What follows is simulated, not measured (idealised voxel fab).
The process module that follows is named voxel ribs on slabs.
The figure presents cross-section cut, which has a width of 185 nm and is divided into square cells with an edge length of 5 nm.
Each cross-section below is a grid of square cells, stated as bands in top-down order, with one or more rows of cells making up each band. Within each band entry, the heights of the top and of the bottom of the band appear first, in that order and in nm; the materials of the band then follow from left to right, each with its corresponding width in nm. The designation "full width" on a single material indicates that it fills the band from edge to edge; the designation "air" indicates empty space. Height datum 0, below which the as-received substrate wafer is one material. Lowest band open at the bottom, running downward: "top 0, no bottom". With a width like "30..40", each row of cells in the band differs from the next by the same amount, the top row carrying the first number and the bottom row the second. When a step is marked "no alteration", none of the cells in the cross-section changed during that step. So "Sealed internal cavities" is basically the list of trapped voids: any empty space of 8 cells or more that can't reach the top through an opening. They're written width x height at distance, the distance being from the left edge, and it's all nm. Read whatever lies past the settings on a step's line as the simulator's own remark about the step. For masked steps, "overlay nm" on the step line gives how far right of plan the mask actually lay; a minus sign means it lay to the left.

Steps planned for the process
1) RECEIVE,material Si
2) DIRECTIONAL_DEP,material SiO2,thk nm 15
3) DIRECTIONAL_DEP,material polySi,thk nm 15
4) PATTERN,tone cover,mask id RIB,material resist,width nm 15,thk nm 20,overlay nm 0
5) DIRECTIONAL_ETCH,etch materials polySi,depth nm 5
6) STRIP,etch materials resist
7) PATTERN,tone cover,mask id SLAB,material resist,width nm 55,thk nm 20,overlay nm 0
8) DIRECTIONAL_ETCH,etch materials polySi,depth nm 10
9) STRIP,etch materials resist
10) FILL_DEP,material SiO2,thk nm 20
11) CMP,height nm 50
12) DIRECTIONAL_DEP,material TiN,thk nm 5
13) PATTERN,tone cover,mask id HEATER,material resist,width nm 25,thk nm 20,overlay nm 0
14) DIRECTIONAL_ETCH,etch materials TiN,depth nm 5
15) STRIP,etch materials resist
16) CONFORMAL_DEP,material SiO2,thk nm 5
All wafers enter the flow in the same state. The thk nm at step 2 differs from wafer to wafer, and the plan gives the value for the first wafer.

The first of several wafers in cross-section, exactly as it reached us after step 1
  top 0, no bottom  Si full width
  Sealed internal cavities: none

Rows = wafers. At module end, each row lists per material the cells gained (+) or lost (-) since the wafer was received, then the closed voids
thk nm 15, +384 SiO2, +5 TiN, +25 polySi, Sealed internal cavities: none
thk nm 20, +384 SiO2, +5 TiN, +25 polySi, Sealed internal cavities: none
thk nm 25, +384 SiO2, +5 TiN, +25 polySi, Sealed internal cavities: none
thk nm 30, +384 SiO2, +5 TiN, +25 polySi, Sealed internal cavities: none
thk nm 35, +384 SiO2, +5 TiN, +25 polySi, Sealed internal cavities: none
thk nm 40, +387 SiO2, +5 TiN, +22 polySi, Sealed internal cavities: none
